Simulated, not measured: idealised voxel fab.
process module | voxel transistor to metal
cross-section cut | 205 nm wide | cells 5 nm
A cross-section is a grid of square cells, given in bands from the top down. A band is one or more rows of cells.
Each band's line starts with the height of the band's top and of its bottom, in nm. Then come its materials from left to right, each with its width in nm. One material with "throughout" fills the band from edge to edge. "air" is empty space.
Height 0 is the level under which the wafer as received is all one material. The lowest band goes on downwards, as in "0 down".
A width such as "30 to 40" changes by the same amount from each row of cells to the next, from the band's top row to its bottom row.
"no change" after a step means that no cell of the cross-section changed.
closed voids: empty space of 8 cells or more with no open way to the top, each as width x height at its distance from the left edge, in nm
after a step's settings: what the simulator itself notes on the step
overlay nm, on a step with a mask: how far to the right of its planned place the mask lay; to the left if negative
plan
1 op RECEIVE | material Si
2 op CONFORMAL_DEP | material SiO2 | thk nm 5
3 op CONFORMAL_DEP | material SiN | thk nm 15
4 op MASKED_ETCH | tone cover | mask id ACTIVE | width nm 90 | etch materials SiN | depth nm 15 | overlay nm 0
5 op MASKED_ETCH | tone cover | mask id ACTIVE | width nm 90 | etch materials SiO2 | depth nm 5 | overlay nm 0
6 op MASKED_ETCH | tone cover | mask id ACTIVE | width nm 90 | etch materials Si | depth nm 35 | overlay nm 0
7 op OXIDIZE | depth nm 5
8 op FILL_DEP | material SiO2 | thk nm 5
9 op CMP | height nm 20
10 op SELECTIVE_ETCH | etch materials SiO2 | depth nm 5
11 op STRIP | etch materials SiN
12 op SELECTIVE_ETCH | etch materials SiO2 | depth nm 5
13 op OXIDIZE | depth nm 5
14 op DIRECTIONAL_DEP | material polySi | thk nm 20
15 op DIRECTIONAL_DEP | material SiCN | thk nm 10
16 op DIRECTIONAL_DEP | material aC | thk nm 10
17 op PATTERN | tone cover | mask id GATE | material resist | width nm 20 | thk nm 30 | overlay nm 0
18 op DIRECTIONAL_ETCH | etch materials aC | depth nm 10
19 op STRIP | etch materials resist
20 op DIRECTIONAL_ETCH | etch materials SiCN | depth nm 20
21 op DIRECTIONAL_ETCH | etch materials polySi | depth nm 30
22 op STRIP | etch materials aC
23 op CONFORMAL_DEP | material SiN | thk nm 10
24 op DIRECTIONAL_ETCH | etch materials SiN | depth nm 10
25 op DIRECTIONAL_ETCH | etch materials SiO2 | depth nm 5
26 op DIRECTIONAL_ETCH | etch materials Si | depth nm 5
27 op EPI | material pSi | thk nm 10
28 op FILL_DEP | material SiO2 | thk nm 5
29 op CMP | height nm 30
30 op DIRECTIONAL_DEP | material SiO2 | thk nm 15
31 op MASKED_ETCH | tone open | mask id CONTACT | width nm 15 | pitch nm 65 | etch materials SiO2 | depth nm 45 | overlay nm 0
32 op CONFORMAL_DEP | material TiN | thk nm 5
33 op FILL_DEP | material W | thk nm 10
34 op CMP | height nm 45
35 op CONFORMAL_DEP | material SiCN | thk nm 5
36 op DIRECTIONAL_DEP | material lowk | thk nm 15
37 op MASKED_ETCH | tone open | mask id METAL_1 | width nm 15 | pitch nm 65 | etch materials lowk | depth nm 15 | overlay nm 0
38 op MASKED_ETCH | tone open | mask id METAL_1 | width nm 15 | pitch nm 65 | etch materials SiCN | depth nm 5 | overlay nm 0
39 op CONFORMAL_DEP | material TiN | thk nm 5
40 op FILL_DEP | material Ru | thk nm 10
41 op CMP | height nm 65
42 op CONFORMAL_DEP | material SiN | thk nm 5
as received, after step 1
  0 down: Si throughout
  closed voids: none
a wafer at the end: this start, this plan, one mistake
  70 to 65: SiN throughout
  65 to 50: lowk 60 | TiN 5 | Ru 5 | TiN 5 | lowk 50 | TiN 5 | Ru 5 | TiN 5 | lowk 65
  50 to 45: SiCN 60 | TiN 15 | SiCN 50 | TiN 15 | SiCN 65
  45 to 30: SiO2 60 | TiN 5 | W 5 | TiN 5 | SiO2 50 | TiN 5 | W 5 | TiN 5 | SiO2 65
  30 to 20: SiO2 60 | TiN 5 | W 5 | TiN 5 | SiO2 5 | SiN 10 | SiCN 20 | SiN 10 | SiO2 5 | TiN 5 | W 5 | TiN 5 | SiO2 65
  20 to 15: SiO2 60 | TiN 15 | SiO2 5 | SiN 10 | polySi 20 | SiN 10 | SiO2 5 | TiN 15 | SiO2 65
  15 to 10: SiO2 80 | SiN 10 | polySi 20 | SiN 10 | SiO2 85
  10 to 5: SiO2 50 | SiN 10 | SiO2 20 | SiN 10 | polySi 20 | SiN 10 | SiO2 20 | SiN 10 | SiO2 55
  5 to 0: SiO2 50 | SiN 10 | SiO2 10 | pSi 10 | SiN 10 | polySi 20 | SiN 10 | pSi 10 | SiO2 10 | SiN 10 | SiO2 55
  0 to -5: SiO2 60 | pSi 20 | SiO2 40 | pSi 20 | SiO2 65
  -5 to -10: SiO2 60 | pSi 20 | Si 40 | pSi 20 | SiO2 65
  -10 to -40: SiO2 60 | Si 80 | SiO2 65
  -40 down: Si throughout
  closed voids: none
what went wrong: step 30 was run twice
